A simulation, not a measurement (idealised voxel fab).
process module | voxel air gaps
cross-section cut | 240 nm wide | cells 5 nm
A cross-section is a grid of square cells, given in bands from the top down. A band is one or more rows of cells.
Each band's line starts with the height of the band's top and of its bottom, in nm. Then come its materials from left to right, each with its width in nm. One material with "throughout" fills the band from edge to edge. "air" is empty space.
Height 0 is the level under which the wafer as received is all one material. The lowest band goes on downwards, as in "0 down".
A width such as "30 to 40" changes by the same amount from each row of cells to the next, from the band's top row to its bottom row.
"no change" after a step means that no cell of the cross-section changed.
closed voids: empty space of 8 cells or more with no open way to the top, each as width x height at its distance from the left edge, in nm
after a step's settings: what the simulator itself notes on the step
overlay nm, on a step with a mask: how far to the right of its planned place the mask lay; to the left if negative
plan
1 op RECEIVE | material Si
2 op CONFORMAL_DEP | material SiO2 | thk nm 15
3 op CONFORMAL_DEP | material SiCN | thk nm 5
4 op DIRECTIONAL_DEP | material SiO2 | thk nm 40
5 op PATTERN | tone open | mask id LINES | material resist | width nm 15 | pitch nm 40 | thk nm 20 | overlay nm -15
6 op DIRECTIONAL_ETCH | etch materials SiO2 | depth nm 40
7 op STRIP | etch materials resist
8 op CONFORMAL_DEP | material TiN | thk nm 5
9 op FILL_DEP | material Cu | thk nm 5
10 op CMP | height nm 60
11 op EPI | material Ru | thk nm 10
12 op SELECTIVE_ETCH | etch materials SiO2 | depth nm 50
13 op CONFORMAL_DEP | material SiCN | thk nm 5
varied across the wafers: overlay nm of step 5. The plan shows the first wafer's value. All wafers start alike
first wafer as received, after step 1
  0 down: Si throughout
  closed voids: none
each wafer at the end: cells of each material gained (+) or lost (-) since it was received, then its closed voids
overlay nm -15 | +28 Cu | +56 Ru | +196 SiCN | +144 SiO2 | +68 TiN | closed voids: 15 x 30 at 55; 15 x 30 at 95; 15 x 30 at 135
overlay nm -10 | +28 Cu | +56 Ru | +196 SiCN | +144 SiO2 | +68 TiN | closed voids: 15 x 30 at 60; 15 x 30 at 100; 15 x 30 at 140
overlay nm -5 | +28 Cu | +56 Ru | +196 SiCN | +144 SiO2 | +68 TiN | closed voids: 15 x 30 at 65; 15 x 30 at 105; 15 x 30 at 145
overlay nm 0 | +28 Cu | +56 Ru | +196 SiCN | +144 SiO2 | +68 TiN | closed voids: 15 x 30 at 70; 15 x 30 at 110; 15 x 30 at 150
overlay nm 5 | +28 Cu | +56 Ru | +196 SiCN | +144 SiO2 | +68 TiN | closed voids: 15 x 30 at 75; 15 x 30 at 115; 15 x 30 at 155
overlay nm 10 | +28 Cu | +56 Ru | +196 SiCN | +144 SiO2 | +68 TiN | closed voids: 15 x 30 at 80; 15 x 30 at 120; 15 x 30 at 160
overlay nm 15 | +28 Cu | +56 Ru | +196 SiCN | +144 SiO2 | +68 TiN | closed voids: 15 x 30 at 85; 15 x 30 at 125; 15 x 30 at 165
